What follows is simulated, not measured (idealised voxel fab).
Process module name: voxel wiring stack
Cross-sectional view cut (width: 140 nm; square cell size: 5 nm).
A cross-section in this document is a grid of square cells, and it is written down as bands, the top band listed before the ones below it; a band is made up of one or more rows of cells.
What a band's entry tells you: where the top is and where the bottom is, as heights in nm, and after that what lies inside, material by material from left to right, each with its width in nm. Empty space is written as the word "air", and a single material marked with the word "all across" occupies the band from edge to edge.
It should be noted that heights are counted from 0, beneath which the wafer as supplied is of one material throughout, and that the lowest band possesses no lower boundary but continues downward, as written in "from 0 down".
A width given as "30..40" starts at the first number in the band's top row and ends at the second number in its bottom row, shifting by an equal amount at every step from row to row.
"same as before" for a step: no cell of the cross-section changed in that step.
The entry titled "closed voids" provides the empty spaces that have no open way to the top, restricted to those of 8 cells or more. Each is presented as width x height at distance, the distance being measured from the left edge, with all three in nm.
Text after the settings on a step's line: the simulator's own remark on that step.
overlay nm: mask offset rightward from planned place, masked step; negative means leftward offset.

# The steps planned for the process are as follows
1,RECEIVE with material Si
2,CONFORMAL_DEP with material SiO2, thk nm 10
3,DIRECTIONAL_DEP with material TiN, thk nm 5
4,DIRECTIONAL_DEP with material W, thk nm 20
5,PATTERN with tone cover, mask id METAL_1, material resist, width nm 25, pitch nm 55, thk nm 15, overlay nm 0
6,DIRECTIONAL_ETCH with etch materials W, depth nm 20
7,DIRECTIONAL_ETCH with etch materials TiN, depth nm 5
8,STRIP with etch materials resist
9,CONFORMAL_DEP with material SiCN, thk nm 5
10,FILL_DEP with material lowk, thk nm 5
11,CMP with height nm 35
12,CONFORMAL_DEP with material SiCN, thk nm 5
13,DIRECTIONAL_DEP with material lowk, thk nm 20
14,PATTERN with tone open, mask id PLUG_1, material resist, width nm 15, pitch nm 55, thk nm 15, overlay nm 0
15,DIRECTIONAL_ETCH with etch materials lowk, depth nm 20
16,DIRECTIONAL_ETCH with etch materials SiCN, depth nm 5
17,STRIP with etch materials resist
18,CONFORMAL_DEP with material TiN, thk nm 5
19,FILL_DEP with material Cu, thk nm 5
20,CMP with height nm 60
21,DIRECTIONAL_DEP with material TiN, thk nm 5
22,DIRECTIONAL_DEP with material Ru, thk nm 20
23,PATTERN with tone cover, mask id METAL_2, material resist, width nm 25, pitch nm 55, thk nm 20, overlay nm 0
24,DIRECTIONAL_ETCH with etch materials Ru, depth nm 20
25,DIRECTIONAL_ETCH with etch materials TiN, depth nm 5
26,STRIP with etch materials resist
27,CONFORMAL_DEP with material SiCN, thk nm 5
28,FILL_DEP with material SiO2, thk nm 10
29,CMP with height nm 85
30,CONFORMAL_DEP with material SiCN, thk nm 5
31,DIRECTIONAL_DEP with material lowk, thk nm 35
32,DIRECTIONAL_DEP with material aC, thk nm 10
33,PATTERN with tone open, mask id METAL_3_HOLES, material resist, width nm 15, thk nm 25, overlay nm 0
34,DIRECTIONAL_ETCH with etch materials aC, depth nm 10
35,STRIP with etch materials resist
36,DIRECTIONAL_ETCH with etch materials lowk, depth nm 35
37,STRIP with etch materials aC
38,PATTERN with tone open, mask id METAL_3, material resist, width nm 25, pitch nm 55, thk nm 15, overlay nm 0
39,DIRECTIONAL_ETCH with etch materials lowk, depth nm 20
40,DIRECTIONAL_ETCH with etch materials SiCN, depth nm 5
41,STRIP with etch materials resist
42,CONFORMAL_DEP with material TiN, thk nm 5
43,FILL_DEP with material Cu, thk nm 10
44,CMP with height nm 125
45,CONFORMAL_DEP with material SiCN, thk nm 5

# Received-state cross-section, reflecting completion of step 1
  from 0 down  Si all across
  closed voids: none

# Look at the cross-section after the module: the wafer started out the way shown above and the plan was the one shown above, yet one mistake was made along the way
  from 130 to 125  SiCN all across
  from 125 to 110  lowk 30  TiN 5  Cu 15  TiN 5  lowk 30  TiN 5  Cu 15  TiN 5  lowk 30
  from 110 to 105  lowk 30  TiN 5  Cu 5  TiN 15  lowk 30  TiN 25  lowk 30
  from 105 to 90  lowk 30  TiN 5  Cu 5  TiN 5  lowk 95
  from 90 to 85  SiCN 30  TiN 15  SiCN 95
  from 85 to 80  SiO2 all across
  from 80 to 75  SiO2 25  SiCN 35  SiO2 20  SiCN 35  SiO2 25
  from 75 to 65  SiO2 25  SiCN 5  Ru 25  SiCN 5  SiO2 20  SiCN 5  Ru 25  SiCN 5  SiO2 25
  from 65 to 60  SiCN 30  TiN 25  SiCN 30  TiN 25  SiCN 30
  from 60 to 40  lowk 30  TiN 5  Cu 5  TiN 5  lowk 40  TiN 5  Cu 5  TiN 5  lowk 40
  from 40 to 35  SiCN 30  TiN 15  SiCN 40  TiN 15  SiCN 40
  from 35 to 15  lowk 25  SiCN 5  W 25  SiCN 5  lowk 20  SiCN 5  W 25  SiCN 5  lowk 25
  from 15 to 10  SiCN 30  TiN 25  SiCN 30  TiN 25  SiCN 30
  from 10 to 0  SiO2 all across
  from 0 down  Si all across
  closed voids: none
what went wrong: step 22 off recipe, ran as DIRECTIONAL_DEP with material Ru, thk nm 10
